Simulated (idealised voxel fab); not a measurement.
Process module under the name voxel self aligned vias
Pictured: cross-section cut, 185 nm wide, on a grid of 5 nm square cells.
For the purposes of this document, a cross-section shall be understood as a grid of square cells, specified as bands listed in top-to-bottom order, each band consisting of one or more rows of cells. Basically the band line says how high the top is and how high the bottom is, in nm, and then what's in it from left to right, every material with its width in nm. Empty space shows up as "blank", and if a single material carries "all across" it runs the full band edge to edge. We count height from 0. Below that, the starting wafer is all one material. The lowest band never ends at the bottom but goes on down; see "0 nm and below" for how that is written. Width spec "30 to 40" -> top row of cells at first value, bottom row at second value, equal per-row change in between. When a step is marked "same as before", none of the cells in the cross-section changed during that step. Closed empty spaces (no open way to the top) of 8 cells or more are what "Fully enclosed voids" lists, each as width x height at distance from the left edge, nm for all three. The remark found on a step's line after its settings is issued by the simulator itself and pertains to that step. "overlay nm", when on a step's line for a step with a mask, measures how far to the right of its planned place the mask lay; a negative measure means to the left.
STEPS PLANNED FOR THE PROCESS
1. RECEIVE | material Si
2. CONFORMAL_DEP | material SiO2 | thk nm 10
3. CONFORMAL_DEP | material SiCN | thk nm 5
4. DIRECTIONAL_DEP | material SiO2 | thk nm 25
5. PATTERN | tone open | mask id LINES | material resist | width nm 25 | pitch nm 55 | thk nm 20 | overlay nm 0
6. DIRECTIONAL_ETCH | etch materials SiO2 | depth nm 25
7. STRIP | etch materials resist
8. CONFORMAL_DEP | material TiN | thk nm 5
9. FILL_DEP | material Ru | thk nm 5
10. CMP | height nm 40
11. SELECTIVE_ETCH | etch materials W Ru TiN | depth nm 5
12. FILL_DEP | material SiN | thk nm 5
13. CMP | height nm 40
14. DIRECTIONAL_DEP | material SiO2 | thk nm 15
15. DIRECTIONAL_DEP | material aC | thk nm 10
16. PATTERN | tone open | mask id VIAS | material resist | width nm 35 | thk nm 30 | overlay nm 0
17. DIRECTIONAL_ETCH | etch materials aC | depth nm 10
18. STRIP | etch materials resist
19. DIRECTIONAL_ETCH | etch materials SiO2 | depth nm 15
20. DIRECTIONAL_ETCH | etch materials SiN | depth nm 5
21. STRIP | etch materials aC
22. CONFORMAL_DEP | material TiN | thk nm 5
23. FILL_DEP | material Cu | thk nm 5
24. CMP | height nm 55
25. CONFORMAL_DEP | material SiN | thk nm 5
THE FIRST OF TWO WAFERS, RUN AS PLANNED
STEP 1 COMPLETE: CROSS-SECTION OF THE WAFER AS RECEIVED
* 0 nm and below  Si all across
* Fully enclosed voids: none
CROSS-SECTION OF THE WAFER SUBSEQUENT TO STEP 2
* 10 nm to 0 nm  SiO2 all across
* Rest of section, below 0: as before.
CROSS-SECTION OF THE WAFER SUBSEQUENT TO STEP 3
* 15 nm to 10 nm  SiCN all across
* Rest of section, below 10: as before.
CROSS-SECTION OF THE WAFER SUBSEQUENT TO STEP 4
* 40 nm to 15 nm  SiO2 all across
* Rest of section, below 15: as before.
CROSS-SECTION OF THE WAFER SUBSEQUENT TO STEP 5
* 60 nm to 40 nm  resist=50, blank=25, resist=30, blank=25, resist=55
* Rest of section, below 40: as before.
CROSS-SECTION OF THE WAFER SUBSEQUENT TO STEP 6
* 60 nm to 40 nm  resist=50, blank=25, resist=30, blank=25, resist=55
* 40 nm to 15 nm  SiO2=50, blank=25, SiO2=30, blank=25, SiO2=55
* Rest of section, below 15: as before.
CROSS-SECTION OF THE WAFER SUBSEQUENT TO STEP 7
* 40 nm to 15 nm  SiO2=50, blank=25, SiO2=30, blank=25, SiO2=55
* Rest of section, below 15: as before.
CROSS-SECTION OF THE WAFER SUBSEQUENT TO STEP 8
* 45 nm to 40 nm  TiN=55, blank=15, TiN=40, blank=15, TiN=60
* 40 nm to 20 nm  SiO2=50, TiN=5, blank=15, TiN=5, SiO2=30, TiN=5, blank=15, TiN=5, SiO2=55
* 20 nm to 15 nm  SiO2=50, TiN=25, SiO2=30, TiN=25, SiO2=55
* Rest of section, below 15: as before.
CROSS-SECTION OF THE WAFER SUBSEQUENT TO STEP 9
* 50 nm to 45 nm  Ru all across
* 45 nm to 40 nm  TiN=55, Ru=15, TiN=40, Ru=15, TiN=60
* 40 nm to 20 nm  SiO2=50, TiN=5, Ru=15, TiN=5, SiO2=30, TiN=5, Ru=15, TiN=5, SiO2=55
* Rest of section, below 20: as before.
CROSS-SECTION OF THE WAFER SUBSEQUENT TO STEP 10
* 40 nm to 20 nm  SiO2=50, TiN=5, Ru=15, TiN=5, SiO2=30, TiN=5, Ru=15, TiN=5, SiO2=55
* Rest of section, below 20: as before.
CROSS-SECTION OF THE WAFER SUBSEQUENT TO STEP 11
* 40 nm to 35 nm  SiO2=50, blank=25, SiO2=30, blank=25, SiO2=55
* Rest of section, below 35: as before.
CROSS-SECTION OF THE WAFER SUBSEQUENT TO STEP 12
* 45 nm to 40 nm  SiN all across
* 40 nm to 35 nm  SiO2=50, SiN=25, SiO2=30, SiN=25, SiO2=55
* Rest of section, below 35: as before.
CROSS-SECTION OF THE WAFER SUBSEQUENT TO STEP 13
* 40 nm to 35 nm  SiO2=50, SiN=25, SiO2=30, SiN=25, SiO2=55
* Rest of section, below 35: as before.
CROSS-SECTION OF THE WAFER SUBSEQUENT TO STEP 14
* 55 nm to 40 nm  SiO2 all across
* Rest of section, below 40: as before.
CROSS-SECTION OF THE WAFER SUBSEQUENT TO STEP 15
* 65 nm to 55 nm  aC all across
* Rest of section, below 55: as before.
CROSS-SECTION OF THE WAFER SUBSEQUENT TO STEP 16
* 95 nm to 65 nm  resist=45, blank=35, resist=105
* Rest of section, below 65: as before.
CROSS-SECTION OF THE WAFER SUBSEQUENT TO STEP 17
* 85 nm to 65 nm  resist=45, blank=35, resist=105
* 65 nm to 55 nm  aC=45, blank=35, aC=105
* Rest of section, below 55: as before.
CROSS-SECTION OF THE WAFER SUBSEQUENT TO STEP 18
* 65 nm to 55 nm  aC=45, blank=35, aC=105
* Rest of section, below 55: as before.
CROSS-SECTION OF THE WAFER SUBSEQUENT TO STEP 19
* 65 nm to 55 nm  aC=45, blank=35, aC=105
* 55 nm to 40 nm  SiO2=45, blank=35, SiO2=105
* Rest of section, below 40: as before.
CROSS-SECTION OF THE WAFER SUBSEQUENT TO STEP 20
* 65 nm to 55 nm  aC=45, blank=35, aC=105
* 55 nm to 40 nm  SiO2=45, blank=35, SiO2=105
* 40 nm to 35 nm  SiO2=50, blank=25, SiO2=30, SiN=25, SiO2=55
* Rest of section, below 35: as before.
CROSS-SECTION OF THE WAFER SUBSEQUENT TO STEP 21
* 55 nm to 40 nm  SiO2=45, blank=35, SiO2=105
* Rest of section, below 40: as before.
CROSS-SECTION OF THE WAFER SUBSEQUENT TO STEP 22
* 60 nm to 55 nm  TiN=50, blank=25, TiN=110
* 55 nm to 45 nm  SiO2=45, TiN=5, blank=25, TiN=5, SiO2=105
* 45 nm to 40 nm  SiO2=45, TiN=10, blank=15, TiN=10, SiO2=105
* 40 nm to 35 nm  SiO2=50, TiN=25, SiO2=30, SiN=25, SiO2=55
* Rest of section, below 35: as before.
CROSS-SECTION OF THE WAFER SUBSEQUENT TO STEP 23
* 65 nm to 60 nm  Cu all across
* 60 nm to 55 nm  TiN=50, Cu=25, TiN=110
* 55 nm to 45 nm  SiO2=45, TiN=5, Cu=25, TiN=5, SiO2=105
* 45 nm to 40 nm  SiO2=45, TiN=10, Cu=15, TiN=10, SiO2=105
* Rest of section, below 40: as before.
CROSS-SECTION OF THE WAFER SUBSEQUENT TO STEP 24
* 55 nm to 45 nm  SiO2=45, TiN=5, Cu=25, TiN=5, SiO2=105
* Rest of section, below 45: as before.
CROSS-SECTION OF THE WAFER SUBSEQUENT TO STEP 25
* 60 nm to 55 nm  SiN all across
* Rest of section, below 55: as before.
WAFER TWO. SAME START, SAME PLAN, ONE SLIP IN EXECUTION. SAME AS WAFER ONE THROUGH STEP 4, INCLUSIVE
LOOK AT THE SECOND WAFER IN CROSS-SECTION AT THE TIME STEP 5 OUGHT TO HAVE FINISHED
* 60 nm to 40 nm  resist=55, blank=15, resist=40, blank=15, resist=60
* Rest of section, below 40: as before.
LOOK AT THE SECOND WAFER IN CROSS-SECTION AT THE TIME STEP 6 OUGHT TO HAVE FINISHED
* 60 nm to 40 nm  resist=55, blank=15, resist=40, blank=15, resist=60
* 40 nm to 15 nm  SiO2=55, blank=15, SiO2=40, blank=15, SiO2=60
* Rest of section, below 15: as before.
LOOK AT THE SECOND WAFER IN CROSS-SECTION AT THE TIME STEP 7 OUGHT TO HAVE FINISHED
* 40 nm to 15 nm  SiO2=55, blank=15, SiO2=40, blank=15, SiO2=60
* Rest of section, below 15: as before.
LOOK AT THE SECOND WAFER IN CROSS-SECTION AT THE TIME STEP 8 OUGHT TO HAVE FINISHED
* 45 nm to 40 nm  TiN=60, blank=5, TiN=50, blank=5, TiN=65
* 40 nm to 20 nm  SiO2=55, TiN=5, blank=5, TiN=5, SiO2=40, TiN=5, blank=5, TiN=5, SiO2=60
* 20 nm to 15 nm  SiO2=55, TiN=15, SiO2=40, TiN=15, SiO2=60
* Rest of section, below 15: as before.
LOOK AT THE SECOND WAFER IN CROSS-SECTION AT THE TIME STEP 9 OUGHT TO HAVE FINISHED
* 50 nm to 45 nm  Ru all across
* 45 nm to 40 nm  TiN=60, Ru=5, TiN=50, Ru=5, TiN=65
* 40 nm to 20 nm  SiO2=55, TiN=5, Ru=5, TiN=5, SiO2=40, TiN=5, Ru=5, TiN=5, SiO2=60
* Rest of section, below 20: as before.
LOOK AT THE SECOND WAFER IN CROSS-SECTION AT THE TIME STEP 10 OUGHT TO HAVE FINISHED
* 40 nm to 20 nm  SiO2=55, TiN=5, Ru=5, TiN=5, SiO2=40, TiN=5, Ru=5, TiN=5, SiO2=60
* Rest of section, below 20: as before.
LOOK AT THE SECOND WAFER IN CROSS-SECTION AT THE TIME STEP 11 OUGHT TO HAVE FINISHED
* 40 nm to 35 nm  SiO2=55, blank=15, SiO2=40, blank=15, SiO2=60
* Rest of section, below 35: as before.
LOOK AT THE SECOND WAFER IN CROSS-SECTION AT THE TIME STEP 12 OUGHT TO HAVE FINISHED
* 45 nm to 40 nm  SiN all across
* 40 nm to 35 nm  SiO2=55, SiN=15, SiO2=40, SiN=15, SiO2=60
* Rest of section, below 35: as before.
LOOK AT THE SECOND WAFER IN CROSS-SECTION AT THE TIME STEP 13 OUGHT TO HAVE FINISHED
* 40 nm to 35 nm  SiO2=55, SiN=15, SiO2=40, SiN=15, SiO2=60
* Rest of section, below 35: as before.
LOOK AT THE SECOND WAFER IN CROSS-SECTION AT THE TIME STEP 14 OUGHT TO HAVE FINISHED
* 55 nm to 40 nm  SiO2 all across
* Rest of section, below 40: as before.
LOOK AT THE SECOND WAFER IN CROSS-SECTION AT THE TIME STEP 15 OUGHT TO HAVE FINISHED
* 65 nm to 55 nm  aC all across
* Rest of section, below 55: as before.
LOOK AT THE SECOND WAFER IN CROSS-SECTION AT THE TIME STEP 16 OUGHT TO HAVE FINISHED
* 95 nm to 65 nm  resist=45, blank=35, resist=105
* Rest of section, below 65: as before.
LOOK AT THE SECOND WAFER IN CROSS-SECTION AT THE TIME STEP 17 OUGHT TO HAVE FINISHED
* 85 nm to 65 nm  resist=45, blank=35, resist=105
* 65 nm to 55 nm  aC=45, blank=35, aC=105
* Rest of section, below 55: as before.
LOOK AT THE SECOND WAFER IN CROSS-SECTION AT THE TIME STEP 18 OUGHT TO HAVE FINISHED
* 65 nm to 55 nm  aC=45, blank=35, aC=105
* Rest of section, below 55: as before.
LOOK AT THE SECOND WAFER IN CROSS-SECTION AT THE TIME STEP 19 OUGHT TO HAVE FINISHED
* 65 nm to 55 nm  aC=45, blank=35, aC=105
* 55 nm to 40 nm  SiO2=45, blank=35, SiO2=105
* Rest of section, below 40: as before.
LOOK AT THE SECOND WAFER IN CROSS-SECTION AT THE TIME STEP 20 OUGHT TO HAVE FINISHED
* 65 nm to 55 nm  aC=45, blank=35, aC=105
* 55 nm to 40 nm  SiO2=45, blank=35, SiO2=105
* 40 nm to 35 nm  SiO2=55, blank=15, SiO2=40, SiN=15, SiO2=60
* Rest of section, below 35: as before.
LOOK AT THE SECOND WAFER IN CROSS-SECTION AT THE TIME STEP 21 OUGHT TO HAVE FINISHED
* 55 nm to 40 nm  SiO2=45, blank=35, SiO2=105
* Rest of section, below 40: as before.
LOOK AT THE SECOND WAFER IN CROSS-SECTION AT THE TIME STEP 22 OUGHT TO HAVE FINISHED
* 60 nm to 55 nm  TiN=50, blank=25, TiN=110
* 55 nm to 45 nm  SiO2=45, TiN=5, blank=25, TiN=5, SiO2=105
* 45 nm to 40 nm  SiO2=45, TiN=15, blank=5, TiN=15, SiO2=105
* 40 nm to 35 nm  SiO2=55, TiN=15, SiO2=40, SiN=15, SiO2=60
* Rest of section, below 35: as before.
LOOK AT THE SECOND WAFER IN CROSS-SECTION AT THE TIME STEP 23 OUGHT TO HAVE FINISHED
* 65 nm to 60 nm  Cu all across
* 60 nm to 55 nm  TiN=50, Cu=25, TiN=110
* 55 nm to 45 nm  SiO2=45, TiN=5, Cu=25, TiN=5, SiO2=105
* 45 nm to 40 nm  SiO2=45, TiN=15, Cu=5, TiN=15, SiO2=105
* Rest of section, below 40: as before.
LOOK AT THE SECOND WAFER IN CROSS-SECTION AT THE TIME STEP 24 OUGHT TO HAVE FINISHED
* 55 nm to 45 nm  SiO2=45, TiN=5, Cu=25, TiN=5, SiO2=105
* Rest of section, below 45: as before.
LOOK AT THE SECOND WAFER IN CROSS-SECTION AT THE TIME STEP 25 OUGHT TO HAVE FINISHED
* 60 nm to 55 nm  SiN all across
* Rest of section, below 55: as before.
What was done differently from what was planned? step 5 did not use the planned setting and instead ran as PATTERN | tone open | mask id LINES | material resist | width nm 15 | pitch nm 55 | thk nm 20 | overlay nm 0
Looking at both finished wafers in cells, the second ends up ahead of or behind the first on some materials: 2 fewer of Cu | 12 fewer of Ru | 2 fewer of SiN | 20 more of SiO2 | 4 fewer of TiN
